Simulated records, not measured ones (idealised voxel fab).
Herein follows the process module entitled voxel self aligned contacts.
It is cross-section cut that appears here, measuring 200 nm in width, its square cells being 5 nm in size.
Bands, listed from the top down, are how a cross-section gets written in this document; the cross-section itself is a grid of square cells, and a band is one or more rows of them. First you get the band's top height and its bottom height, in nm, and then the materials it's made of, left to right, with each width in nm. If you see a single material with "throughout", that one covers the band edge to edge. "blank" is empty space. Measure heights from 0. That's the level where, below it, the as-received wafer is all one material. The lowest band is bottomless and extends downward; write it as in "z 0 and below". Width "30 to 40": first value at the band's top row of cells, second value at its bottom row, equal change from row to row. "no change" after a step means that no cell of the cross-section changed. You'll see "Sealed void inventory" listing empty spaces that have no way open to the top, as long as they're 8 cells or more; the notation is width x height at distance, where the distance is from the left edge, and all of it is in nm. after a step's settings: what the simulator itself notes on the step. "overlay nm" on a masked step: distance the mask lay right of its planned place, negative for left.

Planned process steps
step 1: RECEIVE,material Si
step 2: OXIDIZE,depth nm 5
step 3: DIRECTIONAL_DEP,material polySi,thk nm 30
step 4: DIRECTIONAL_DEP,material SiN,thk nm 20
step 5: MASKED_ETCH,tone cover,mask id GATE,width nm 30,pitch nm 65,etch materials SiN,depth nm 20,overlay nm 0
step 6: MASKED_ETCH,tone cover,mask id GATE,width nm 30,pitch nm 65,etch materials polySi,depth nm 30,overlay nm 0
step 7: CONFORMAL_DEP,material SiN,thk nm 10
step 8: DIRECTIONAL_ETCH,etch materials SiN,depth nm 10
step 9: FILL_DEP,material SiO2,thk nm 20
step 10: CMP,height nm 60
step 11: PATTERN,tone open,mask id CONTACT,material resist,width nm 45,thk nm 20,overlay nm -15
step 12: DIRECTIONAL_ETCH,etch materials SiO2,depth nm 65
step 13: STRIP,etch materials resist
step 14: CONFORMAL_DEP,material TiN,thk nm 5
step 15: FILL_DEP,material W,thk nm 10
step 16: CMP,height nm 60
step 17: CONFORMAL_DEP,material SiN,thk nm 5
Where the wafers of this document differ is in the overlay nm of step 11; they start out the same, and the plan states the value that applied to the first wafer.

Incoming state of the first of several wafers in cross-section: after step 1
z 0 and below = Si throughout
Sealed void inventory: none

What follows is a table in which each wafer occupies a row; for the wafer as it stands at the close of the module, the row states, material by material, how many cells have been gained (+) or lost (-) since receipt, and then gives its closed voids
overlay nm -15 | -40 Si | +168 SiN | +269 SiO2 | +33 TiN | +18 W | +72 polySi | Sealed void inventory: none
overlay nm -10 | -40 Si | +168 SiN | +269 SiO2 | +33 TiN | +18 W | +72 polySi | Sealed void inventory: none
overlay nm -5 | -40 Si | +168 SiN | +269 SiO2 | +33 TiN | +18 W | +72 polySi | Sealed void inventory: none
overlay nm 0 | -40 Si | +168 SiN | +269 SiO2 | +33 TiN | +18 W | +72 polySi | Sealed void inventory: none
overlay nm 5 | -40 Si | +168 SiN | +269 SiO2 | +33 TiN | +18 W | +72 polySi | Sealed void inventory: none
overlay nm 10 | -40 Si | +168 SiN | +269 SiO2 | +33 TiN | +18 W | +72 polySi | Sealed void inventory: none
overlay nm 15 | -40 Si | +168 SiN | +269 SiO2 | +33 TiN | +18 W | +72 polySi | Sealed void inventory: none
